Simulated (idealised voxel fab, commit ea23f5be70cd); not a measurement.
The process module presented herein is designated voxel gate over fins.
Displayed cross-section: cut, width of 230 nm, square cells sized 5 nm.
In what follows, cross-sections appear as grids of square cells, described through bands that run from the top down, where every band is one or more rows of cells.
Within each band entry, the heights of the top and of the bottom of the band appear first, in that order and in nm; the materials of the band then follow from left to right, each with its corresponding width in nm. The designation "full width" on a single material indicates that it fills the band from edge to edge; the designation "air" indicates empty space.
We count height from 0. Below that, the starting wafer is all one material. The lowest band never ends at the bottom but goes on down; see "0 down" for how that is written.
Width spec "30 to 40" -> top row of cells at first value, bottom row at second value, equal per-row change in between.
What does "changes: none" mean for a step? It means no cell of the cross-section changed in that step.
"Enclosed void catalog" enumerates empty spaces isolated from the top, with no open way to it, that contain at least 8 cells, giving each as width x height at distance from the left edge, all three in nm.
What comes after the settings on a step's line is commentary from the simulator itself on that step.
overlay nm: for a step with a mask, the amount by which the mask lay right of where it was planned; a negative amount means left of it.

**plan**
1. RECEIVE,material Si
2. CONFORMAL_DEP,material SiN,thk nm 10
3. MASKED_ETCH,tone cover,mask id FINS,width nm 15,pitch nm 40,etch materials SiN,depth nm 10,overlay nm 0
4. MASKED_ETCH,tone cover,mask id FINS,width nm 15,pitch nm 40,etch materials Si,depth nm 30,overlay nm 0
5. OXIDIZE,depth nm 5
6. FILL_DEP,material SiO2,thk nm 5
7. CMP,height nm 10
8. SELECTIVE_ETCH,etch materials SiO2,depth nm 25
9. STRIP,etch materials SiN
10. CONFORMAL_DEP,material HfO2,thk nm 5
11. CONFORMAL_DEP,material TiN,thk nm 5
12. FILL_DEP,material W,thk nm 10
13. CMP,height nm 15
14. CONFORMAL_DEP,material SiCN,thk nm 10

**First of two wafers - as planned**

**Cross-section, incoming material, after step 1**
  0 down  Si full width
  Enclosed void catalog: none

**How the wafer stands in section after step 2**
  10 to 0  SiN full width
  Below 0 it's all the same as before, nothing changed down there.

**How the wafer stands in section after step 3**
  10 to 0  85 air  15 SiN  25 air  15 SiN  90 air
  Below 0 it's all the same as before, nothing changed down there.

**How the wafer stands in section after step 4**
  10 to 0  85 air  15 SiN  25 air  15 SiN  90 air
  0 to -30  85 air  15 Si  25 air  15 Si  90 air
  Below -30 it's all the same as before, nothing changed down there.

**How the wafer stands in section after step 5**
  10 to 0  85 air  15 SiN  25 air  15 SiN  90 air
  0 to -30  85 air  5 SiO2  5 Si  5 SiO2  25 air  5 SiO2  5 Si  5 SiO2  90 air
  -30 to -35  90 SiO2  5 Si  35 SiO2  5 Si  95 SiO2
  Below -35 it's all the same as before, nothing changed down there.

**How the wafer stands in section after step 6**
  15 to 10  SiO2 full width
  10 to 0  85 SiO2  15 SiN  25 SiO2  15 SiN  90 SiO2
  0 to -35  90 SiO2  5 Si  35 SiO2  5 Si  95 SiO2
  Below -35 it's all the same as before, nothing changed down there.

**How the wafer stands in section after step 7**
  10 to 0  85 SiO2  15 SiN  25 SiO2  15 SiN  90 SiO2
  Below 0 it's all the same as before, nothing changed down there.

**How the wafer stands in section after step 8**
  10 to 0  85 air  15 SiN  25 air  15 SiN  90 air
  0 to -15  90 air  5 Si  35 air  5 Si  95 air
  Below -15 it's all the same as before, nothing changed down there.

**How the wafer stands in section after step 9**
  0 to -15  90 air  5 Si  35 air  5 Si  95 air
  Below -15 it's all the same as before, nothing changed down there.

**How the wafer stands in section after step 10**
  5 to 0  85 air  15 HfO2  25 air  15 HfO2  90 air
  0 to -10  85 air  5 HfO2  5 Si  5 HfO2  25 air  5 HfO2  5 Si  5 HfO2  90 air
  -10 to -15  90 HfO2  5 Si  35 HfO2  5 Si  95 HfO2
  Below -15 it's all the same as before, nothing changed down there.

**How the wafer stands in section after step 11**
  10 to 5  80 air  25 TiN  15 air  25 TiN  85 air
  5 to 0  80 air  5 TiN  15 HfO2  5 TiN  15 air  5 TiN  15 HfO2  5 TiN  85 air
  0 to -5  80 air  5 TiN  5 HfO2  5 Si  5 HfO2  5 TiN  15 air  5 TiN  5 HfO2  5 Si  5 HfO2  5 TiN  85 air
  -5 to -10  85 TiN  5 HfO2  5 Si  5 HfO2  25 TiN  5 HfO2  5 Si  5 HfO2  90 TiN
  Below -10 it's all the same as before, nothing changed down there.

**How the wafer stands in section after step 12**
  20 to 10  W full width
  10 to 5  80 W  25 TiN  15 W  25 TiN  85 W
  5 to 0  80 W  5 TiN  15 HfO2  5 TiN  15 W  5 TiN  15 HfO2  5 TiN  85 W
  0 to -5  80 W  5 TiN  5 HfO2  5 Si  5 HfO2  5 TiN  15 W  5 TiN  5 HfO2  5 Si  5 HfO2  5 TiN  85 W
  Below -5 it's all the same as before, nothing changed down there.

**How the wafer stands in section after step 13**
  15 to 10  W full width
  Below 10 it's all the same as before, nothing changed down there.

**How the wafer stands in section after step 14**
  25 to 15  SiCN full width
  Below 15 it's all the same as before, nothing changed down there.

**Now the other wafer: same start, same recipe, but we messed up one thing when running it. Up to and including step 13 it's the same as the first one**

**Second wafer, sectioned view, at step 14's planned end time**
  25 to 10  W full width
  Below 10 it's all the same as before, nothing changed down there.
Diagnosis: step 14 was not run as planned; what actually ran was CONFORMAL_DEP,material W,thk nm 10
At the finish, the second wafer shows more or fewer cells for some materials than the first does: 92 fewer of SiCN; 92 more of W
